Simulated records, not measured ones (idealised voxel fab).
process module | voxel wiring stack
cross-section cut | 170 nm wide | cells 5 nm
A cross-section is a grid of square cells, given in bands from the top down. A band is one or more rows of cells.
Each band's line starts with the height of the band's top and of its bottom, in nm. Then come its materials from left to right, each with its width in nm. One material with "throughout" fills the band from edge to edge. "air" is empty space.
Height 0 is the level under which the wafer as received is all one material. The lowest band goes on downwards, as in "0 down".
A width such as "30 to 40" changes by the same amount from each row of cells to the next, from the band's top row to its bottom row.
"no change" after a step means that no cell of the cross-section changed.
closed voids: empty space of 8 cells or more with no open way to the top, each as width x height at its distance from the left edge, in nm
after a step's settings: what the simulator itself notes on the step
overlay nm, on a step with a mask: how far to the right of its planned place the mask lay; to the left if negative
plan
1 op RECEIVE | material Si
2 op CONFORMAL_DEP | material SiO2 | thk nm 15
3 op DIRECTIONAL_DEP | material TiN | thk nm 5
4 op DIRECTIONAL_DEP | material W | thk nm 25
5 op MASKED_ETCH | tone cover | mask id METAL_1 | width nm 30 | pitch nm 45 | etch materials W | depth nm 25 | overlay nm 0
6 op MASKED_ETCH | tone cover | mask id METAL_1 | width nm 30 | pitch nm 45 | etch materials TiN | depth nm 5 | overlay nm 0
7 op CONFORMAL_DEP | material SiCN | thk nm 5
8 op FILL_DEP | material SiO2 | thk nm 5
9 op CMP | height nm 45
10 op CONFORMAL_DEP | material SiCN | thk nm 5
11 op DIRECTIONAL_DEP | material SiO2 | thk nm 30
12 op DIRECTIONAL_DEP | material aC | thk nm 15
13 op PATTERN | tone open | mask id METAL_2_HOLES | material resist | width nm 15 | pitch nm 90 | thk nm 35 | overlay nm 0
14 op DIRECTIONAL_ETCH | etch materials aC | depth nm 15
15 op STRIP | etch materials resist
16 op DIRECTIONAL_ETCH | etch materials SiO2 | depth nm 30
17 op STRIP | etch materials aC
18 op PATTERN | tone open | mask id METAL_2 | material resist | width nm 30 | pitch nm 45 | thk nm 15 | overlay nm 0
19 op DIRECTIONAL_ETCH | etch materials SiO2 | depth nm 15
20 op DIRECTIONAL_ETCH | etch materials SiCN | depth nm 5
21 op STRIP | etch materials resist
22 op CONFORMAL_DEP | material TiN | thk nm 5
23 op FILL_DEP | material Ru | thk nm 10
24 op CMP | height nm 80
25 op CONFORMAL_DEP | material SiCN | thk nm 5
first wafer, as planned
as received, after step 1
  0 down: Si throughout
  closed voids: none
after step 2
  15 to 0: SiO2 throughout
  below 0: unchanged
after step 3
  20 to 15: TiN throughout
  below 15: unchanged
after step 4
  45 to 20: W throughout
  below 20: unchanged
after step 5
  45 to 20: air 25 | W 30 | air 15 | W 30 | air 15 | W 30 | air 25
  below 20: unchanged
after step 6
  45 to 20: air 25 | W 30 | air 15 | W 30 | air 15 | W 30 | air 25
  20 to 15: air 25 | TiN 30 | air 15 | TiN 30 | air 15 | TiN 30 | air 25
  below 15: unchanged
after step 7
  50 to 45: air 20 | SiCN 40 | air 5 | SiCN 40 | air 5 | SiCN 40 | air 20
  45 to 20: air 20 | SiCN 5 | W 30 | SiCN 5 | air 5 | SiCN 5 | W 30 | SiCN 5 | air 5 | SiCN 5 | W 30 | SiCN 5 | air 20
  20 to 15: SiCN 25 | TiN 30 | SiCN 15 | TiN 30 | SiCN 15 | TiN 30 | SiCN 25
  below 15: unchanged
after step 8
  55 to 50: SiO2 throughout
  50 to 45: SiO2 20 | SiCN 40 | SiO2 5 | SiCN 40 | SiO2 5 | SiCN 40 | SiO2 20
  45 to 20: SiO2 20 | SiCN 5 | W 30 | SiCN 5 | SiO2 5 | SiCN 5 | W 30 | SiCN 5 | SiO2 5 | SiCN 5 | W 30 | SiCN 5 | SiO2 20
  below 20: unchanged
after step 9
  45 to 20: SiO2 20 | SiCN 5 | W 30 | SiCN 5 | SiO2 5 | SiCN 5 | W 30 | SiCN 5 | SiO2 5 | SiCN 5 | W 30 | SiCN 5 | SiO2 20
  below 20: unchanged
after step 10
  50 to 45: SiCN throughout
  below 45: unchanged
after step 11
  80 to 50: SiO2 throughout
  below 50: unchanged
after step 12
  95 to 80: aC throughout
  below 80: unchanged
after step 13
  130 to 95: resist 25 | air 15 | resist 75 | air 15 | resist 40
  below 95: unchanged
after step 14
  115 to 95: resist 25 | air 15 | resist 75 | air 15 | resist 40
  95 to 80: aC 25 | air 15 | aC 75 | air 15 | aC 40
  below 80: unchanged
after step 15
  95 to 80: aC 25 | air 15 | aC 75 | air 15 | aC 40
  below 80: unchanged
after step 16
  95 to 80: aC 25 | air 15 | aC 75 | air 15 | aC 40
  80 to 50: SiO2 25 | air 15 | SiO2 75 | air 15 | SiO2 40
  below 50: unchanged
after step 17
  80 to 50: SiO2 25 | air 15 | SiO2 75 | air 15 | SiO2 40
  below 50: unchanged
after step 18
  95 to 80: resist 25 | air 30 | resist 15 | air 30 | resist 15 | air 30 | resist 25
  below 80: unchanged
after step 19
  95 to 80: resist 25 | air 30 | resist 15 | air 30 | resist 15 | air 30 | resist 25
  80 to 65: SiO2 25 | air 30 | SiO2 15 | air 30 | SiO2 15 | air 30 | SiO2 25
  below 65: unchanged
after step 20
  95 to 80: resist 25 | air 30 | resist 15 | air 30 | resist 15 | air 30 | resist 25
  80 to 65: SiO2 25 | air 30 | SiO2 15 | air 30 | SiO2 15 | air 30 | SiO2 25
  65 to 50: SiO2 25 | air 15 | SiO2 75 | air 15 | SiO2 40
  50 to 45: SiCN 25 | air 15 | SiCN 75 | air 15 | SiCN 40
  below 45: unchanged
after step 21
  80 to 65: SiO2 25 | air 30 | SiO2 15 | air 30 | SiO2 15 | air 30 | SiO2 25
  below 65: unchanged
after step 22
  85 to 80: TiN 30 | air 20 | TiN 25 | air 20 | TiN 25 | air 20 | TiN 30
  80 to 70: SiO2 25 | TiN 5 | air 20 | TiN 5 | SiO2 15 | TiN 5 | air 20 | TiN 5 | SiO2 15 | TiN 5 | air 20 | TiN 5 | SiO2 25
  70 to 65: SiO2 25 | TiN 5 | air 5 | TiN 20 | SiO2 15 | TiN 30 | SiO2 15 | TiN 5 | air 5 | TiN 20 | SiO2 25
  65 to 50: SiO2 25 | TiN 5 | air 5 | TiN 5 | SiO2 75 | TiN 5 | air 5 | TiN 5 | SiO2 40
  50 to 45: SiCN 25 | TiN 15 | SiCN 75 | TiN 15 | SiCN 40
  below 45: unchanged
after step 23
  95 to 85: Ru throughout
  85 to 80: TiN 30 | Ru 20 | TiN 25 | Ru 20 | TiN 25 | Ru 20 | TiN 30
  80 to 70: SiO2 25 | TiN 5 | Ru 20 | TiN 5 | SiO2 15 | TiN 5 | Ru 20 | TiN 5 | SiO2 15 | TiN 5 | Ru 20 | TiN 5 | SiO2 25
  70 to 65: SiO2 25 | TiN 5 | Ru 5 | TiN 20 | SiO2 15 | TiN 30 | SiO2 15 | TiN 5 | Ru 5 | TiN 20 | SiO2 25
  65 to 50: SiO2 25 | TiN 5 | Ru 5 | TiN 5 | SiO2 75 | TiN 5 | Ru 5 | TiN 5 | SiO2 40
  below 50: unchanged
after step 24
  80 to 70: SiO2 25 | TiN 5 | Ru 20 | TiN 5 | SiO2 15 | TiN 5 | Ru 20 | TiN 5 | SiO2 15 | TiN 5 | Ru 20 | TiN 5 | SiO2 25
  below 70: unchanged
after step 25
  85 to 80: SiCN throughout
  below 80: unchanged
second wafer: like start, like plan, one mistake. Through step 23 it matches the first wafer
when step 24 should have ended: no change
when step 25 should have ended
  100 to 95: SiCN throughout
  below 95: unchanged
what went wrong: step 24 was left out
at the end the second wafer has, in cells: 80 more of Ru | 22 more of TiN
